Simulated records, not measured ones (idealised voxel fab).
Process module in this document: voxel transistor to metal
The cross-section on display is named cut; it measures 160 nm wide, and its cells are 5 nm squares.
A cross-section is a grid of square cells, given in bands from the top down. A band is one or more rows of cells.
Band: top height; bottom height; in nm. Then, left to right: material with width in nm, for each material. "everywhere": a single material spanning edge to edge. "air": empty space.
For the purposes of this specification, 0 denotes the height below which the wafer in its as-received condition is composed wholly of one material, and the lowermost band, lacking a lower limit, extends downward without end, as expressed in "0 down".
Think of "30..40" as a width that walks from the first number to the second as you go down the band, top row to bottom row, taking equal-sized steps from row to row.
"nothing altered" -> step changed no cross-section cell.
"closed voids" lists enclosed empty spaces (at least 8 cells, no open path upward to the top), each as width x height at distance from the left edge, in nm.
Formally, on a step line, whatever follows the settings is a remark that the simulator itself makes on the step.
On any step carrying a mask, the "overlay nm" setting, if present on the step's line, tells how far right of its planned place the mask lay; negative values point to the left.
Here's what the planned process steps look like:
1: RECEIVE | material Si
2: CONFORMAL_DEP | material SiO2 | thk nm 5
3: CONFORMAL_DEP | material SiN | thk nm 10
4: PATTERN | tone cover | mask id ACTIVE | material resist | width nm 100 | thk nm 20 | overlay nm 0
5: DIRECTIONAL_ETCH | etch materials SiN | depth nm 10
6: DIRECTIONAL_ETCH | etch materials SiO2 | depth nm 5
7: DIRECTIONAL_ETCH | etch materials Si | depth nm 30
8: STRIP | etch materials resist
9: OXIDIZE | depth nm 5
10: FILL_DEP | material SiO2 | thk nm 15
11: CMP | height nm 15
12: SELECTIVE_ETCH | etch materials SiO2 | depth nm 5
13: STRIP | etch materials SiN
14: SELECTIVE_ETCH | etch materials SiO2 | depth nm 5
15: OXIDIZE | depth nm 5
16: DIRECTIONAL_DEP | material polySi | thk nm 25
17: DIRECTIONAL_DEP | material SiCN | thk nm 15
18: DIRECTIONAL_DEP | material aC | thk nm 15
19: PATTERN | tone cover | mask id GATE | material resist | width nm 30 | thk nm 30 | overlay nm 0
20: DIRECTIONAL_ETCH | etch materials aC | depth nm 15
21: STRIP | etch materials resist
22: DIRECTIONAL_ETCH | etch materials SiCN | depth nm 25
23: DIRECTIONAL_ETCH | etch materials polySi | depth nm 35
24: STRIP | etch materials aC
25: CONFORMAL_DEP | material SiN | thk nm 5
26: DIRECTIONAL_ETCH | etch materials SiN | depth nm 5
27: DIRECTIONAL_ETCH | etch materials SiO2 | depth nm 5
28: DIRECTIONAL_ETCH | etch materials Si | depth nm 15
29: EPI | material pSi | thk nm 15
30: FILL_DEP | material SiO2 | thk nm 10
31: CMP | height nm 25
32: STRIP | etch materials polySi
33: SELECTIVE_ETCH | etch materials SiO2 | depth nm 5
34: CONFORMAL_DEP | material HfO2 | thk nm 5
35: CONFORMAL_DEP | material TiN | thk nm 5
36: FILL_DEP | material W | thk nm 5
37: CMP | height nm 20
38: DIRECTIONAL_DEP | material SiO2 | thk nm 10
39: MASKED_ETCH | tone open | mask id CONTACT | width nm 15 | pitch nm 75 | etch materials SiO2 | depth nm 35 | overlay nm 0
40: CONFORMAL_DEP | material TiN | thk nm 5
41: FILL_DEP | material Ru | thk nm 5
42: CMP | height nm 30
43: CONFORMAL_DEP | material SiN | thk nm 5
44: DIRECTIONAL_DEP | material SiO2 | thk nm 25
45: PATTERN | tone open | mask id METAL_1 | material resist | width nm 15 | pitch nm 75 | thk nm 20 | overlay nm 0
46: DIRECTIONAL_ETCH | etch materials SiO2 | depth nm 25
47: DIRECTIONAL_ETCH | etch materials SiN | depth nm 5
48: STRIP | etch materials resist
49: CONFORMAL_DEP | material TiN | thk nm 5
50: FILL_DEP | material Cu | thk nm 10
51: CMP | height nm 60
52: EPI | material Ru | thk nm 5
53: FILL_DEP | material SiCN | thk nm 5
First of two wafers, processed according to plan:
As-received state of the wafer in cross-section, equivalent to post-step 1:
	0 down: Si everywhere
	closed voids: none
After step 2: wafer cross-section:
	5 to 0: SiO2 everywhere
	Anything lower than 0 is untouched.
After step 3: wafer cross-section:
	15 to 5: SiN everywhere
	Anything lower than 5 is untouched.
After step 4: wafer cross-section:
	35 to 15: 30 air  100 resist  30 air
	Anything lower than 15 is untouched.
After step 5: wafer cross-section:
	35 to 15: 30 air  100 resist  30 air
	15 to 5: 30 air  100 SiN  30 air
	Anything lower than 5 is untouched.
After step 6: wafer cross-section:
	35 to 15: 30 air  100 resist  30 air
	15 to 5: 30 air  100 SiN  30 air
	5 to 0: 30 air  100 SiO2  30 air
	Anything lower than 0 is untouched.
After step 7: wafer cross-section:
	35 to 15: 30 air  100 resist  30 air
	15 to 5: 30 air  100 SiN  30 air
	5 to 0: 30 air  100 SiO2  30 air
	0 to -30: 30 air  100 Si  30 air
	Anything lower than -30 is untouched.
After step 8: wafer cross-section:
	15 to 5: 30 air  100 SiN  30 air
	Anything lower than 5 is untouched.
After step 9: wafer cross-section:
	15 to 5: 30 air  100 SiN  30 air
	5 to 0: 30 air  100 SiO2  30 air
	0 to -30: 30 air  5 SiO2  90 Si  5 SiO2  30 air
	-30 to -35: 35 SiO2  90 Si  35 SiO2
	Anything lower than -35 is untouched.
After step 10: wafer cross-section:
	30 to 15: SiO2 everywhere
	15 to 5: 30 SiO2  100 SiN  30 SiO2
	5 to 0: SiO2 everywhere
	0 to -35: 35 SiO2  90 Si  35 SiO2
	Anything lower than -35 is untouched.
After step 11: wafer cross-section:
	15 to 5: 30 SiO2  100 SiN  30 SiO2
	Anything lower than 5 is untouched.
After step 12: wafer cross-section:
	15 to 10: 30 air  100 SiN  30 air
	Anything lower than 10 is untouched.
After step 13: wafer cross-section:
	10 to 5: 30 SiO2  100 air  30 SiO2
	Anything lower than 5 is untouched.
After step 14: wafer cross-section:
	5 to 0: 25 SiO2  110 air  25 SiO2
	Anything lower than 0 is untouched.
After step 15: wafer cross-section:
	5 to 0: 25 SiO2  110 air  25 SiO2
	0 to -5: SiO2 everywhere
	Anything lower than -5 is untouched.
After step 16: wafer cross-section:
	30 to 25: 25 polySi  110 air  25 polySi
	25 to 5: polySi everywhere
	5 to 0: 25 SiO2  110 polySi  25 SiO2
	Anything lower than 0 is untouched.
After step 17: wafer cross-section:
	45 to 40: 25 SiCN  110 air  25 SiCN
	40 to 30: SiCN everywhere
	30 to 25: 25 polySi  110 SiCN  25 polySi
	Anything lower than 25 is untouched.
After step 18: wafer cross-section:
	60 to 55: 25 aC  110 air  25 aC
	55 to 45: aC everywhere
	45 to 40: 25 SiCN  110 aC  25 SiCN
	Anything lower than 40 is untouched.
After step 19: wafer cross-section:
	90 to 60: 65 air  30 resist  65 air
	60 to 55: 25 aC  40 air  30 resist  40 air  25 aC
	Anything lower than 55 is untouched.
After step 20: wafer cross-section:
	75 to 55: 65 air  30 resist  65 air
	55 to 45: 65 air  30 aC  65 air
	45 to 40: 25 SiCN  40 air  30 aC  40 air  25 SiCN
	Anything lower than 40 is untouched.
After step 21: wafer cross-section:
	55 to 45: 65 air  30 aC  65 air
	Anything lower than 45 is untouched.
After step 22: wafer cross-section:
	55 to 40: 65 air  30 aC  65 air
	40 to 30: 65 air  30 SiCN  65 air
	30 to 25: 25 polySi  40 air  30 SiCN  40 air  25 polySi
	Anything lower than 25 is untouched.
After step 23: wafer cross-section:
	55 to 40: 65 air  30 aC  65 air
	40 to 25: 65 air  30 SiCN  65 air
	25 to 5: 65 air  30 polySi  65 air
	5 to 0: 25 SiO2  40 air  30 polySi  40 air  25 SiO2
	Anything lower than 0 is untouched.
After step 24: wafer cross-section:
	40 to 25: 65 air  30 SiCN  65 air
	Anything lower than 25 is untouched.
After step 25: wafer cross-section:
	45 to 40: 60 air  40 SiN  60 air
	40 to 25: 60 air  5 SiN  30 SiCN  5 SiN  60 air
	25 to 10: 60 air  5 SiN  30 polySi  5 SiN  60 air
	10 to 5: 30 SiN  30 air  5 SiN  30 polySi  5 SiN  30 air  30 SiN
	5 to 0: 25 SiO2  40 SiN  30 polySi  40 SiN  25 SiO2
	Anything lower than 0 is untouched.
After step 26: wafer cross-section:
	40 to 25: 60 air  5 SiN  30 SiCN  5 SiN  60 air
	25 to 5: 60 air  5 SiN  30 polySi  5 SiN  60 air
	5 to 0: 25 SiO2  5 SiN  30 air  5 SiN  30 polySi  5 SiN  30 air  5 SiN  25 SiO2
	Anything lower than 0 is untouched.
After step 27: wafer cross-section:
	40 to 25: 60 air  5 SiN  30 SiCN  5 SiN  60 air
	25 to 5: 60 air  5 SiN  30 polySi  5 SiN  60 air
	5 to 0: 25 air  5 SiN  30 air  5 SiN  30 polySi  5 SiN  30 air  5 SiN  25 air
	0 to -5: 30 SiO2  30 air  40 SiO2  30 air  30 SiO2
	Anything lower than -5 is untouched.
After step 28: wafer cross-section:
	40 to 25: 60 air  5 SiN  30 SiCN  5 SiN  60 air
	25 to 5: 60 air  5 SiN  30 polySi  5 SiN  60 air
	5 to 0: 25 air  5 SiN  30 air  5 SiN  30 polySi  5 SiN  30 air  5 SiN  25 air
	0 to -5: 30 SiO2  30 air  40 SiO2  30 air  30 SiO2
	-5 to -20: 35 SiO2  25 air  40 Si  25 air  35 SiO2
	Anything lower than -20 is untouched.
After step 29: wafer cross-section:
	40 to 25: 60 air  5 SiN  30 SiCN  5 SiN  60 air
	25 to 10: 60 air  5 SiN  30 polySi  5 SiN  60 air
	10 to 5: 45 air  15 pSi  5 SiN  30 polySi  5 SiN  15 pSi  45 air
	5 to 0: 25 air  5 SiN  15 air  15 pSi  5 SiN  30 polySi  5 SiN  15 pSi  15 air  5 SiN  25 air
	0 to -5: 30 SiO2  15 air  15 pSi  40 SiO2  15 pSi  15 air  30 SiO2
	-5 to -20: 35 SiO2  25 pSi  40 Si  25 pSi  35 SiO2
	Anything lower than -20 is untouched.
After step 30: wafer cross-section:
	50 to 40: SiO2 everywhere
	40 to 25: 60 SiO2  5 SiN  30 SiCN  5 SiN  60 SiO2
	25 to 10: 60 SiO2  5 SiN  30 polySi  5 SiN  60 SiO2
	10 to 5: 45 SiO2  15 pSi  5 SiN  30 polySi  5 SiN  15 pSi  45 SiO2
	5 to 0: 25 SiO2  5 SiN  15 SiO2  15 pSi  5 SiN  30 polySi  5 SiN  15 pSi  15 SiO2  5 SiN  25 SiO2
	0 to -5: 45 SiO2  15 pSi  40 SiO2  15 pSi  45 SiO2
	Anything lower than -5 is untouched.
After step 31: wafer cross-section:
	25 to 10: 60 SiO2  5 SiN  30 polySi  5 SiN  60 SiO2
	Anything lower than 10 is untouched.
After step 32: wafer cross-section:
	25 to 10: 60 SiO2  5 SiN  30 air  5 SiN  60 SiO2
	10 to 5: 45 SiO2  15 pSi  5 SiN  30 air  5 SiN  15 pSi  45 SiO2
	5 to 0: 25 SiO2  5 SiN  15 SiO2  15 pSi  5 SiN  30 air  5 SiN  15 pSi  15 SiO2  5 SiN  25 SiO2
	Anything lower than 0 is untouched.
After step 33: wafer cross-section:
	25 to 20: 60 air  5 SiN  30 air  5 SiN  60 air
	20 to 10: 60 SiO2  5 SiN  30 air  5 SiN  60 SiO2
	10 to 5: 45 SiO2  15 pSi  5 SiN  30 air  5 SiN  15 pSi  45 SiO2
	5 to 0: 25 SiO2  5 SiN  15 SiO2  15 pSi  5 SiN  30 air  5 SiN  15 pSi  15 SiO2  5 SiN  25 SiO2
	0 to -5: 45 SiO2  15 pSi  40 air  15 pSi  45 SiO2
	Anything lower than -5 is untouched.
After step 34: wafer cross-section:
	30 to 25: 55 air  15 HfO2  20 air  15 HfO2  55 air
	25 to 20: 60 HfO2  5 SiN  5 HfO2  20 air  5 HfO2  5 SiN  60 HfO2
	20 to 10: 60 SiO2  5 SiN  5 HfO2  20 air  5 HfO2  5 SiN  60 SiO2
	10 to 5: 45 SiO2  15 pSi  5 SiN  5 HfO2  20 air  5 HfO2  5 SiN  15 pSi  45 SiO2
	5 to 0: 25 SiO2  5 SiN  15 SiO2  15 pSi  5 SiN  5 HfO2  20 air  5 HfO2  5 SiN  15 pSi  15 SiO2  5 SiN  25 SiO2
	0 to -5: 45 SiO2  15 pSi  40 HfO2  15 pSi  45 SiO2
	Anything lower than -5 is untouched.
After step 35: wafer cross-section:
	35 to 30: 50 air  25 TiN  10 air  25 TiN  50 air
	30 to 25: 55 TiN  15 HfO2  5 TiN  10 air  5 TiN  15 HfO2  55 TiN
	25 to 20: 60 HfO2  5 SiN  5 HfO2  5 TiN  10 air  5 TiN  5 HfO2  5 SiN  60 HfO2
	20 to 10: 60 SiO2  5 SiN  5 HfO2  5 TiN  10 air  5 TiN  5 HfO2  5 SiN  60 SiO2
	10 to 5: 45 SiO2  15 pSi  5 SiN  5 HfO2  5 TiN  10 air  5 TiN  5 HfO2  5 SiN  15 pSi  45 SiO2
	5 to 0: 25 SiO2  5 SiN  15 SiO2  15 pSi  5 SiN  5 HfO2  20 TiN  5 HfO2  5 SiN  15 pSi  15 SiO2  5 SiN  25 SiO2
	Anything lower than 0 is untouched.
After step 36: wafer cross-section:
	40 to 35: W everywhere
	35 to 30: 50 W  25 TiN  10 W  25 TiN  50 W
	30 to 25: 55 TiN  15 HfO2  5 TiN  10 W  5 TiN  15 HfO2  55 TiN
	25 to 20: 60 HfO2  5 SiN  5 HfO2  5 TiN  10 W  5 TiN  5 HfO2  5 SiN  60 HfO2
	20 to 10: 60 SiO2  5 SiN  5 HfO2  5 TiN  10 W  5 TiN  5 HfO2  5 SiN  60 SiO2
	10 to 5: 45 SiO2  15 pSi  5 SiN  5 HfO2  5 TiN  10 W  5 TiN  5 HfO2  5 SiN  15 pSi  45 SiO2
	Anything lower than 5 is untouched.
After step 37: wafer cross-section:
	20 to 10: 60 SiO2  5 SiN  5 HfO2  5 TiN  10 W  5 TiN  5 HfO2  5 SiN  60 SiO2
	Anything lower than 10 is untouched.
After step 38: wafer cross-section:
	30 to 20: SiO2 everywhere
	Anything lower than 20 is untouched.
After step 39: wafer cross-section:
	30 to 20: 35 SiO2  15 air  60 SiO2  15 air  35 SiO2
	20 to 10: 35 SiO2  15 air  10 SiO2  5 SiN  5 HfO2  5 TiN  10 W  5 TiN  5 HfO2  5 SiN  10 SiO2  15 air  35 SiO2
	10 to 5: 35 SiO2  10 air  15 pSi  5 SiN  5 HfO2  5 TiN  10 W  5 TiN  5 HfO2  5 SiN  15 pSi  10 air  35 SiO2
	5 to 0: 25 SiO2  5 SiN  5 SiO2  10 air  15 pSi  5 SiN  5 HfO2  20 TiN  5 HfO2  5 SiN  15 pSi  10 air  5 SiO2  5 SiN  25 SiO2
	0 to -5: 35 SiO2  10 air  15 pSi  40 HfO2  15 pSi  10 air  35 SiO2
	Anything lower than -5 is untouched.
After step 40: wafer cross-section:
	35 to 30: 40 TiN  5 air  70 TiN  5 air  40 TiN
	30 to 20: 35 SiO2  5 TiN  5 air  5 TiN  60 SiO2  5 TiN  5 air  5 TiN  35 SiO2
	20 to 15: 35 SiO2  5 TiN  5 air  5 TiN  10 SiO2  5 SiN  5 HfO2  5 TiN  10 W  5 TiN  5 HfO2  5 SiN  10 SiO2  5 TiN  5 air  5 TiN  35 SiO2
	15 to 10: 35 SiO2  15 TiN  10 SiO2  5 SiN  5 HfO2  5 TiN  10 W  5 TiN  5 HfO2  5 SiN  10 SiO2  15 TiN  35 SiO2
	10 to 5: 35 SiO2  10 TiN  15 pSi  5 SiN  5 HfO2  5 TiN  10 W  5 TiN  5 HfO2  5 SiN  15 pSi  10 TiN  35 SiO2
	5 to 0: 25 SiO2  5 SiN  5 SiO2  10 TiN  15 pSi  5 SiN  5 HfO2  20 TiN  5 HfO2  5 SiN  15 pSi  10 TiN  5 SiO2  5 SiN  25 SiO2
	0 to -5: 35 SiO2  10 TiN  15 pSi  40 HfO2  15 pSi  10 TiN  35 SiO2
	Anything lower than -5 is untouched.
After step 41: wafer cross-section:
	40 to 35: Ru everywhere
	35 to 30: 40 TiN  5 Ru  70 TiN  5 Ru  40 TiN
	30 to 20: 35 SiO2  5 TiN  5 Ru  5 TiN  60 SiO2  5 TiN  5 Ru  5 TiN  35 SiO2
	20 to 15: 35 SiO2  5 TiN  5 Ru  5 TiN  10 SiO2  5 SiN  5 HfO2  5 TiN  10 W  5 TiN  5 HfO2  5 SiN  10 SiO2  5 TiN  5 Ru  5 TiN  35 SiO2
	Anything lower than 15 is untouched.
After step 42: wafer cross-section:
	30 to 20: 35 SiO2  5 TiN  5 Ru  5 TiN  60 SiO2  5 TiN  5 Ru  5 TiN  35 SiO2
	Anything lower than 20 is untouched.
After step 43: wafer cross-section:
	35 to 30: SiN everywhere
	Anything lower than 30 is untouched.
After step 44: wafer cross-section:
	60 to 35: SiO2 everywhere
	Anything lower than 35 is untouched.
After step 45: wafer cross-section:
	80 to 60: 35 resist  15 air  60 resist  15 air  35 resist
	Anything lower than 60 is untouched.
After step 46: wafer cross-section:
	80 to 60: 35 resist  15 air  60 resist  15 air  35 resist
	60 to 35: 35 SiO2  15 air  60 SiO2  15 air  35 SiO2
	Anything lower than 35 is untouched.
After step 47: wafer cross-section:
	80 to 60: 35 resist  15 air  60 resist  15 air  35 resist
	60 to 35: 35 SiO2  15 air  60 SiO2  15 air  35 SiO2
	35 to 30: 35 SiN  15 air  60 SiN  15 air  35 SiN
	Anything lower than 30 is untouched.
After step 48: wafer cross-section:
	60 to 35: 35 SiO2  15 air  60 SiO2  15 air  35 SiO2
	Anything lower than 35 is untouched.
After step 49: wafer cross-section:
	65 to 60: 40 TiN  5 air  70 TiN  5 air  40 TiN
	60 to 35: 35 SiO2  5 TiN  5 air  5 TiN  60 SiO2  5 TiN  5 air  5 TiN  35 SiO2
	35 to 30: 35 SiN  15 TiN  60 SiN  15 TiN  35 SiN
	Anything lower than 30 is untouched.
After step 50: wafer cross-section:
	75 to 65: Cu everywhere
	65 to 60: 40 TiN  5 Cu  70 TiN  5 Cu  40 TiN
	60 to 35: 35 SiO2  5 TiN  5 Cu  5 TiN  60 SiO2  5 TiN  5 Cu  5 TiN  35 SiO2
	Anything lower than 35 is untouched.
After step 51: wafer cross-section:
	60 to 35: 35 SiO2  5 TiN  5 Cu  5 TiN  60 SiO2  5 TiN  5 Cu  5 TiN  35 SiO2
	Anything lower than 35 is untouched.
After step 52: wafer cross-section:
	65 to 60: 30 air  25 Ru  50 air  25 Ru  30 air
	Anything lower than 60 is untouched.
After step 53: wafer cross-section:
	70 to 65: SiCN everywhere
	65 to 60: 30 SiCN  25 Ru  50 SiCN  25 Ru  30 SiCN
	Anything lower than 60 is untouched.
The second wafer was prepared from the same starting point and under the same plan as the first; its processing contained one mistake, and it remains indistinguishable from the first wafer up to and including step 18:
Second wafer, cut view, end of step 19 per plan:
	90 to 60: 65 resist  30 air  65 resist
	60 to 55: 25 aC  40 resist  30 air  40 resist  25 aC
	Anything lower than 55 is untouched.
Second wafer, cut view, end of step 20 per plan:
	75 to 60: 65 resist  30 air  65 resist
	60 to 55: 25 aC  40 resist  30 air  40 resist  25 aC
	55 to 45: 65 aC  30 air  65 aC
	45 to 40: 25 SiCN  40 aC  30 air  40 aC  25 SiCN
	Anything lower than 40 is untouched.
Second wafer, cut view, end of step 21 per plan:
	60 to 55: 25 aC  110 air  25 aC
	Anything lower than 55 is untouched.
Second wafer, cut view, end of step 22 per plan:
	60 to 55: 25 aC  110 air  25 aC
	55 to 45: 65 aC  30 air  65 aC
	45 to 40: 25 SiCN  40 aC  30 air  40 aC  25 SiCN
	40 to 30: 65 SiCN  30 air  65 SiCN
	30 to 25: 25 polySi  40 SiCN  30 air  40 SiCN  25 polySi
	Anything lower than 25 is untouched.
Second wafer, cut view, end of step 23 per plan:
	60 to 55: 25 aC  110 air  25 aC
	55 to 45: 65 aC  30 air  65 aC
	45 to 40: 25 SiCN  40 aC  30 air  40 aC  25 SiCN
	40 to 30: 65 SiCN  30 air  65 SiCN
	30 to 25: 25 polySi  40 SiCN  30 air  40 SiCN  25 polySi
	25 to 5: 65 polySi  30 air  65 polySi
	5 to 0: 25 SiO2  40 polySi  30 air  40 polySi  25 SiO2
	Anything lower than 0 is untouched.
Second wafer, cut view, end of step 24 per plan:
	45 to 40: 25 SiCN  110 air  25 SiCN
	Anything lower than 40 is untouched.
Second wafer, cut view, end of step 25 per plan:
	50 to 45: 30 SiN  100 air  30 SiN
	45 to 40: 25 SiCN  45 SiN  20 air  45 SiN  25 SiCN
	40 to 30: 65 SiCN  5 SiN  20 air  5 SiN  65 SiCN
	30 to 25: 25 polySi  40 SiCN  5 SiN  20 air  5 SiN  40 SiCN  25 polySi
	25 to 5: 65 polySi  5 SiN  20 air  5 SiN  65 polySi
	5 to 0: 25 SiO2  40 polySi  30 SiN  40 polySi  25 SiO2
	Anything lower than 0 is untouched.
Second wafer, cut view, end of step 26 per plan:
	45 to 40: 25 SiCN  5 SiN  100 air  5 SiN  25 SiCN
	40 to 30: 65 SiCN  5 SiN  20 air  5 SiN  65 SiCN
	30 to 25: 25 polySi  40 SiCN  5 SiN  20 air  5 SiN  40 SiCN  25 polySi
	25 to 5: 65 polySi  5 SiN  20 air  5 SiN  65 polySi
	5 to 0: 25 SiO2  40 polySi  5 SiN  20 air  5 SiN  40 polySi  25 SiO2
	Anything lower than 0 is untouched.
Second wafer, cut view, end of step 27 per plan:
	45 to 40: 25 SiCN  5 SiN  100 air  5 SiN  25 SiCN
	40 to 30: 65 SiCN  5 SiN  20 air  5 SiN  65 SiCN
	30 to 25: 25 polySi  40 SiCN  5 SiN  20 air  5 SiN  40 SiCN  25 polySi
	25 to 5: 65 polySi  5 SiN  20 air  5 SiN  65 polySi
	5 to 0: 25 SiO2  40 polySi  5 SiN  20 air  5 SiN  40 polySi  25 SiO2
	0 to -5: 70 SiO2  20 air  70 SiO2
	Anything lower than -5 is untouched.
Second wafer, cut view, end of step 28 per plan:
	45 to 40: 25 SiCN  5 SiN  100 air  5 SiN  25 SiCN
	40 to 30: 65 SiCN  5 SiN  20 air  5 SiN  65 SiCN
	30 to 25: 25 polySi  40 SiCN  5 SiN  20 air  5 SiN  40 SiCN  25 polySi
	25 to 5: 65 polySi  5 SiN  20 air  5 SiN  65 polySi
	5 to 0: 25 SiO2  40 polySi  5 SiN  20 air  5 SiN  40 polySi  25 SiO2
	0 to -5: 70 SiO2  20 air  70 SiO2
	-5 to -20: 35 SiO2  35 Si  20 air  35 Si  35 SiO2
	Anything lower than -20 is untouched.
Second wafer, cut view, end of step 29 per plan:
	45 to 40: 25 SiCN  5 SiN  100 air  5 SiN  25 SiCN
	40 to 30: 65 SiCN  5 SiN  20 air  5 SiN  65 SiCN
	30 to 25: 25 polySi  40 SiCN  5 SiN  20 air  5 SiN  40 SiCN  25 polySi
	25 to 10: 65 polySi  5 SiN  20 air  5 SiN  65 polySi
	10 to 5: 65 polySi  5 SiN  20 pSi  5 SiN  65 polySi
	5 to 0: 25 SiO2  40 polySi  5 SiN  20 pSi  5 SiN  40 polySi  25 SiO2
	0 to -5: 70 SiO2  20 pSi  70 SiO2
	-5 to -20: 35 SiO2  35 Si  20 pSi  35 Si  35 SiO2
	Anything lower than -20 is untouched.
Second wafer, cut view, end of step 30 per plan:
	55 to 45: SiO2 everywhere
	45 to 40: 25 SiCN  5 SiN  100 SiO2  5 SiN  25 SiCN
	40 to 30: 65 SiCN  5 SiN  20 SiO2  5 SiN  65 SiCN
	30 to 25: 25 polySi  40 SiCN  5 SiN  20 SiO2  5 SiN  40 SiCN  25 polySi
	25 to 10: 65 polySi  5 SiN  20 SiO2  5 SiN  65 polySi
	Anything lower than 10 is untouched.
Second wafer, cut view, end of step 31 per plan:
	25 to 10: 65 polySi  5 SiN  20 SiO2  5 SiN  65 polySi
	Anything lower than 10 is untouched.
Second wafer, cut view, end of step 32 per plan:
	25 to 10: 65 air  5 SiN  20 SiO2  5 SiN  65 air
	10 to 5: 65 air  5 SiN  20 pSi  5 SiN  65 air
	5 to 0: 25 SiO2  40 air  5 SiN  20 pSi  5 SiN  40 air  25 SiO2
	Anything lower than 0 is untouched.
Second wafer, cut view, end of step 33 per plan:
	25 to 20: 65 air  5 SiN  20 air  5 SiN  65 air
	20 to 10: 65 air  5 SiN  20 SiO2  5 SiN  65 air
	10 to 0: 65 air  5 SiN  20 pSi  5 SiN  65 air
	0 to -5: 20 SiO2  50 air  20 pSi  50 air  20 SiO2
	Anything lower than -5 is untouched.
Second wafer, cut view, end of step 34 per plan:
	30 to 25: 60 air  15 HfO2  10 air  15 HfO2  60 air
	25 to 20: 60 air  5 HfO2  5 SiN  20 HfO2  5 SiN  5 HfO2  60 air
	20 to 10: 60 air  5 HfO2  5 SiN  20 SiO2  5 SiN  5 HfO2  60 air
	10 to 5: 60 air  5 HfO2  5 SiN  20 pSi  5 SiN  5 HfO2  60 air
	5 to 0: 25 HfO2  35 air  5 HfO2  5 SiN  20 pSi  5 SiN  5 HfO2  35 air  25 HfO2
	0 to -5: 20 SiO2  50 HfO2  20 pSi  50 HfO2  20 SiO2
	Anything lower than -5 is untouched.
Second wafer, cut view, end of step 35 per plan:
	35 to 30: 55 air  50 TiN  55 air
	30 to 25: 55 air  5 TiN  15 HfO2  10 TiN  15 HfO2  5 TiN  55 air
	25 to 20: 55 air  5 TiN  5 HfO2  5 SiN  20 HfO2  5 SiN  5 HfO2  5 TiN  55 air
	20 to 10: 55 air  5 TiN  5 HfO2  5 SiN  20 SiO2  5 SiN  5 HfO2  5 TiN  55 air
	10 to 5: 30 TiN  25 air  5 TiN  5 HfO2  5 SiN  20 pSi  5 SiN  5 HfO2  5 TiN  25 air  30 TiN
	5 to 0: 25 HfO2  35 TiN  5 HfO2  5 SiN  20 pSi  5 SiN  5 HfO2  35 TiN  25 HfO2
	Anything lower than 0 is untouched.
Second wafer, cut view, end of step 36 per plan:
	40 to 35: W everywhere
	35 to 30: 55 W  50 TiN  55 W
	30 to 25: 55 W  5 TiN  15 HfO2  10 TiN  15 HfO2  5 TiN  55 W
	25 to 20: 55 W  5 TiN  5 HfO2  5 SiN  20 HfO2  5 SiN  5 HfO2  5 TiN  55 W
	20 to 10: 55 W  5 TiN  5 HfO2  5 SiN  20 SiO2  5 SiN  5 HfO2  5 TiN  55 W
	10 to 5: 30 TiN  25 W  5 TiN  5 HfO2  5 SiN  20 pSi  5 SiN  5 HfO2  5 TiN  25 W  30 TiN
	Anything lower than 5 is untouched.
Second wafer, cut view, end of step 37 per plan:
	20 to 10: 55 W  5 TiN  5 HfO2  5 SiN  20 SiO2  5 SiN  5 HfO2  5 TiN  55 W
	Anything lower than 10 is untouched.
Second wafer, cut view, end of step 38 per plan:
	30 to 20: SiO2 everywhere
	Anything lower than 20 is untouched.
Second wafer, cut view, end of step 39 per plan:
	30 to 20: 35 SiO2  15 air  60 SiO2  15 air  35 SiO2
	Anything lower than 20 is untouched.
Second wafer, cut view, end of step 40 per plan:
	35 to 30: 40 TiN  5 air  70 TiN  5 air  40 TiN
	30 to 25: 35 SiO2  5 TiN  5 air  5 TiN  60 SiO2  5 TiN  5 air  5 TiN  35 SiO2
	25 to 20: 35 SiO2  15 TiN  60 SiO2  15 TiN  35 SiO2
	Anything lower than 20 is untouched.
Second wafer, cut view, end of step 41 per plan:
	40 to 35: Ru everywhere
	35 to 30: 40 TiN  5 Ru  70 TiN  5 Ru  40 TiN
	30 to 25: 35 SiO2  5 TiN  5 Ru  5 TiN  60 SiO2  5 TiN  5 Ru  5 TiN  35 SiO2
	Anything lower than 25 is untouched.
Second wafer, cut view, end of step 42 per plan:
	30 to 25: 35 SiO2  5 TiN  5 Ru  5 TiN  60 SiO2  5 TiN  5 Ru  5 TiN  35 SiO2
	Anything lower than 25 is untouched.
Second wafer, cut view, end of step 43 per plan:
	35 to 30: SiN everywhere
	Anything lower than 30 is untouched.
Second wafer, cut view, end of step 44 per plan:
	60 to 35: SiO2 everywhere
	Anything lower than 35 is untouched.
Second wafer, cut view, end of step 45 per plan:
	80 to 60: 35 resist  15 air  60 resist  15 air  35 resist
	Anything lower than 60 is untouched.
Second wafer, cut view, end of step 46 per plan:
	80 to 60: 35 resist  15 air  60 resist  15 air  35 resist
	60 to 35: 35 SiO2  15 air  60 SiO2  15 air  35 SiO2
	Anything lower than 35 is untouched.
Second wafer, cut view, end of step 47 per plan:
	80 to 60: 35 resist  15 air  60 resist  15 air  35 resist
	60 to 35: 35 SiO2  15 air  60 SiO2  15 air  35 SiO2
	35 to 30: 35 SiN  15 air  60 SiN  15 air  35 SiN
	Anything lower than 30 is untouched.
Second wafer, cut view, end of step 48 per plan:
	60 to 35: 35 SiO2  15 air  60 SiO2  15 air  35 SiO2
	Anything lower than 35 is untouched.
Second wafer, cut view, end of step 49 per plan:
	65 to 60: 40 TiN  5 air  70 TiN  5 air  40 TiN
	60 to 35: 35 SiO2  5 TiN  5 air  5 TiN  60 SiO2  5 TiN  5 air  5 TiN  35 SiO2
	35 to 30: 35 SiN  15 TiN  60 SiN  15 TiN  35 SiN
	Anything lower than 30 is untouched.
Second wafer, cut view, end of step 50 per plan:
	75 to 65: Cu everywhere
	65 to 60: 40 TiN  5 Cu  70 TiN  5 Cu  40 TiN
	60 to 35: 35 SiO2  5 TiN  5 Cu  5 TiN  60 SiO2  5 TiN  5 Cu  5 TiN  35 SiO2
	Anything lower than 35 is untouched.
Second wafer, cut view, end of step 51 per plan:
	60 to 35: 35 SiO2  5 TiN  5 Cu  5 TiN  60 SiO2  5 TiN  5 Cu  5 TiN  35 SiO2
	Anything lower than 35 is untouched.
Second wafer, cut view, end of step 52 per plan:
	65 to 60: 30 air  25 Ru  50 air  25 Ru  30 air
	Anything lower than 60 is untouched.
Second wafer, cut view, end of step 53 per plan:
	70 to 65: SiCN everywhere
	65 to 60: 30 SiCN  25 Ru  50 SiCN  25 Ru  30 SiCN
	Anything lower than 60 is untouched.
What was the processing mistake? step 19 off recipe, ran as PATTERN | tone open | mask id GATE | material resist | width nm 30 | thk nm 30 | overlay nm 0
End check, counted in cells, second wafer has more or fewer of these materials than the first: HfO2: 22 more, Ru: 4 fewer, Si: 18 more, SiN: 2 fewer, SiO2: 60 fewer, TiN: 2 more, W: 48 more, pSi: 24 fewer
